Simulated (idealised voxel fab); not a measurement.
Process module heading - voxel gate over fins
We display cut, a cross-section 290 nm in width whose square cells are each 5 nm.
This document writes a cross-section as a grid whose cells are square, and gives it as bands, listed from the top down; one or more rows of cells form a band. The entry gives the band's vertical extent as a top height and a bottom height in nm, then its horizontal make-up as materials from left to right, each with a width in nm. "empty" stands for empty space; a single material marked "full width" fills the band edge to edge. The level at which height equals 0 is the one under which the wafer, as it arrives, is entirely one material. No lower edge exists for the bottom band, which continues downward and is notated as in "from 0 down". The expression "30->40" gives the width at the extremes of the band, the first number at its top row of cells and the second at its bottom row, with the width changing by equal amounts from each row to the next in between. Take "remained unchanged" at face value: in the step it is given for, the cross-section changed in none of its cells. If an empty space has no open way to the top and is at least 8 cells in size, "Enclosed void listing" lists it, written width x height at distance, where distance is measured from the left edge and every value is in nm. Text after the settings on a step's line: the simulator's own remark on that step. What "overlay nm" on a step's line means: if the step has a mask, that mask lay this far to the right of its planned place, or, when the value is negative, to the left.
Listed below are the process steps as planned
- 1: op RECEIVE | material Si
- 2: op CONFORMAL_DEP | material SiN | thk nm 10
- 3: op PATTERN | tone cover | mask id FINS | material resist | width nm 15 | pitch nm 35 | thk nm 20 | overlay nm 0
- 4: op DIRECTIONAL_ETCH | etch materials SiN | depth nm 10
- 5: op DIRECTIONAL_ETCH | etch materials Si | depth nm 35
- 6: op STRIP | etch materials resist
- 7: op OXIDIZE | depth nm 5
- 8: op FILL_DEP | material SiO2 | thk nm 10
- 9: op CMP | height nm 10
- 10: op SELECTIVE_ETCH | etch materials SiO2 | depth nm 25
- 11: op STRIP | etch materials SiN
- 12: op CONFORMAL_DEP | material HfO2 | thk nm 5
- 13: op CONFORMAL_DEP | material TiN | thk nm 5
- 14: op FILL_DEP | material W | thk nm 10
- 15: op CMP | height nm 15
- 16: op CONFORMAL_DEP | material SiCN | thk nm 10
First of two wafers, with the run carried out as planned
Cross-section, incoming material, after step 1
- from 0 down: Si full width
- Enclosed void listing: none
After step 2: wafer cross-section
- from 10 to 0: SiN full width
- Under the height 0 nothing was changed.
After step 3: wafer cross-section
- from 30 to 10: empty=120  resist=15  empty=20  resist=15  empty=120
- Under the height 10 nothing was changed.
After step 4: wafer cross-section
- from 30 to 10: empty=120  resist=15  empty=20  resist=15  empty=120
- from 10 to 0: empty=120  SiN=15  empty=20  SiN=15  empty=120
- Under the height 0 nothing was changed.
After step 5: wafer cross-section
- from 30 to 10: empty=120  resist=15  empty=20  resist=15  empty=120
- from 10 to 0: empty=120  SiN=15  empty=20  SiN=15  empty=120
- from 0 to -35: empty=120  Si=15  empty=20  Si=15  empty=120
- Under the height -35 nothing was changed.
After step 6: wafer cross-section
- from 10 to 0: empty=120  SiN=15  empty=20  SiN=15  empty=120
- Under the height 0 nothing was changed.
After step 7: wafer cross-section
- from 10 to 0: empty=120  SiN=15  empty=20  SiN=15  empty=120
- from 0 to -35: empty=120  SiO2=5  Si=5  SiO2=5  empty=20  SiO2=5  Si=5  SiO2=5  empty=120
- from -35 to -40: SiO2=125  Si=5  SiO2=30  Si=5  SiO2=125
- Under the height -40 nothing was changed.
After step 8: wafer cross-section
- from 20 to 10: SiO2 full width
- from 10 to 0: SiO2=120  SiN=15  SiO2=20  SiN=15  SiO2=120
- from 0 to -40: SiO2=125  Si=5  SiO2=30  Si=5  SiO2=125
- Under the height -40 nothing was changed.
After step 9: wafer cross-section
- from 10 to 0: SiO2=120  SiN=15  SiO2=20  SiN=15  SiO2=120
- Under the height 0 nothing was changed.
After step 10: wafer cross-section
- from 10 to 0: empty=120  SiN=15  empty=20  SiN=15  empty=120
- from 0 to -15: empty=125  Si=5  empty=30  Si=5  empty=125
- Under the height -15 nothing was changed.
After step 11: wafer cross-section
- from 0 to -15: empty=125  Si=5  empty=30  Si=5  empty=125
- Under the height -15 nothing was changed.
After step 12: wafer cross-section
- from 5 to 0: empty=120  HfO2=15  empty=20  HfO2=15  empty=120
- from 0 to -10: empty=120  HfO2=5  Si=5  HfO2=5  empty=20  HfO2=5  Si=5  HfO2=5  empty=120
- from -10 to -15: HfO2=125  Si=5  HfO2=30  Si=5  HfO2=125
- Under the height -15 nothing was changed.
After step 13: wafer cross-section
- from 10 to 5: empty=115  TiN=25  empty=10  TiN=25  empty=115
- from 5 to 0: empty=115  TiN=5  HfO2=15  TiN=5  empty=10  TiN=5  HfO2=15  TiN=5  empty=115
- from 0 to -5: empty=115  TiN=5  HfO2=5  Si=5  HfO2=5  TiN=5  empty=10  TiN=5  HfO2=5  Si=5  HfO2=5  TiN=5  empty=115
- from -5 to -10: TiN=120  HfO2=5  Si=5  HfO2=5  TiN=20  HfO2=5  Si=5  HfO2=5  TiN=120
- Under the height -10 nothing was changed.
After step 14: wafer cross-section
- from 20 to 10: W full width
- from 10 to 5: W=115  TiN=25  W=10  TiN=25  W=115
- from 5 to 0: W=115  TiN=5  HfO2=15  TiN=5  W=10  TiN=5  HfO2=15  TiN=5  W=115
- from 0 to -5: W=115  TiN=5  HfO2=5  Si=5  HfO2=5  TiN=5  W=10  TiN=5  HfO2=5  Si=5  HfO2=5  TiN=5  W=115
- Under the height -5 nothing was changed.
After step 15: wafer cross-section
- from 15 to 10: W full width
- Under the height 10 nothing was changed.
After step 16: wafer cross-section
- from 25 to 15: SiCN full width
- Under the height 15 nothing was changed.
Companion wafer, the second of two: same beginning, same intended sequence, one mistake in carrying it out; through step 4 inclusive it tracks the first exactly
Cross-section of the second wafer corresponding to the planned conclusion of step 5
- from 30 to 10: empty=120  resist=15  empty=20  resist=15  empty=120
- from 10 to 0: empty=120  SiN=15  empty=20  SiN=15  empty=120
- from 0 to -40: empty=120  Si=15  empty=20  Si=15  empty=120
- Under the height -40 nothing was changed.
Cross-section of the second wafer corresponding to the planned conclusion of step 6
- from 10 to 0: empty=120  SiN=15  empty=20  SiN=15  empty=120
- Under the height 0 nothing was changed.
Cross-section of the second wafer corresponding to the planned conclusion of step 7
- from 10 to 0: empty=120  SiN=15  empty=20  SiN=15  empty=120
- from 0 to -40: empty=120  SiO2=5  Si=5  SiO2=5  empty=20  SiO2=5  Si=5  SiO2=5  empty=120
- from -40 to -45: SiO2=125  Si=5  SiO2=30  Si=5  SiO2=125
- Under the height -45 nothing was changed.
Cross-section of the second wafer corresponding to the planned conclusion of step 8
- from 20 to 10: SiO2 full width
- from 10 to 0: SiO2=120  SiN=15  SiO2=20  SiN=15  SiO2=120
- from 0 to -45: SiO2=125  Si=5  SiO2=30  Si=5  SiO2=125
- Under the height -45 nothing was changed.
Cross-section of the second wafer corresponding to the planned conclusion of step 9
- from 10 to 0: SiO2=120  SiN=15  SiO2=20  SiN=15  SiO2=120
- Under the height 0 nothing was changed.
Cross-section of the second wafer corresponding to the planned conclusion of step 10
- from 10 to 0: empty=120  SiN=15  empty=20  SiN=15  empty=120
- from 0 to -15: empty=125  Si=5  empty=30  Si=5  empty=125
- Under the height -15 nothing was changed.
Cross-section of the second wafer corresponding to the planned conclusion of step 11
- from 0 to -15: empty=125  Si=5  empty=30  Si=5  empty=125
- Under the height -15 nothing was changed.
Cross-section of the second wafer corresponding to the planned conclusion of step 12
- from 5 to 0: empty=120  HfO2=15  empty=20  HfO2=15  empty=120
- from 0 to -10: empty=120  HfO2=5  Si=5  HfO2=5  empty=20  HfO2=5  Si=5  HfO2=5  empty=120
- from -10 to -15: HfO2=125  Si=5  HfO2=30  Si=5  HfO2=125
- Under the height -15 nothing was changed.
Cross-section of the second wafer corresponding to the planned conclusion of step 13
- from 10 to 5: empty=115  TiN=25  empty=10  TiN=25  empty=115
- from 5 to 0: empty=115  TiN=5  HfO2=15  TiN=5  empty=10  TiN=5  HfO2=15  TiN=5  empty=115
- from 0 to -5: empty=115  TiN=5  HfO2=5  Si=5  HfO2=5  TiN=5  empty=10  TiN=5  HfO2=5  Si=5  HfO2=5  TiN=5  empty=115
- from -5 to -10: TiN=120  HfO2=5  Si=5  HfO2=5  TiN=20  HfO2=5  Si=5  HfO2=5  TiN=120
- Under the height -10 nothing was changed.
Cross-section of the second wafer corresponding to the planned conclusion of step 14
- from 20 to 10: W full width
- from 10 to 5: W=115  TiN=25  W=10  TiN=25  W=115
- from 5 to 0: W=115  TiN=5  HfO2=15  TiN=5  W=10  TiN=5  HfO2=15  TiN=5  W=115
- from 0 to -5: W=115  TiN=5  HfO2=5  Si=5  HfO2=5  TiN=5  W=10  TiN=5  HfO2=5  Si=5  HfO2=5  TiN=5  W=115
- Under the height -5 nothing was changed.
Cross-section of the second wafer corresponding to the planned conclusion of step 15
- from 15 to 10: W full width
- Under the height 10 nothing was changed.
Cross-section of the second wafer corresponding to the planned conclusion of step 16
- from 25 to 15: SiCN full width
- Under the height 15 nothing was changed.
Short version of what went wrong: so step 5 ended up running with a different setting than we planned, it ran as op DIRECTIONAL_ETCH | etch materials Si | depth nm 40
Count the cells at the end and the second wafer has more or fewer of some materials than the first: Si: 56 fewer | SiO2: 56 more
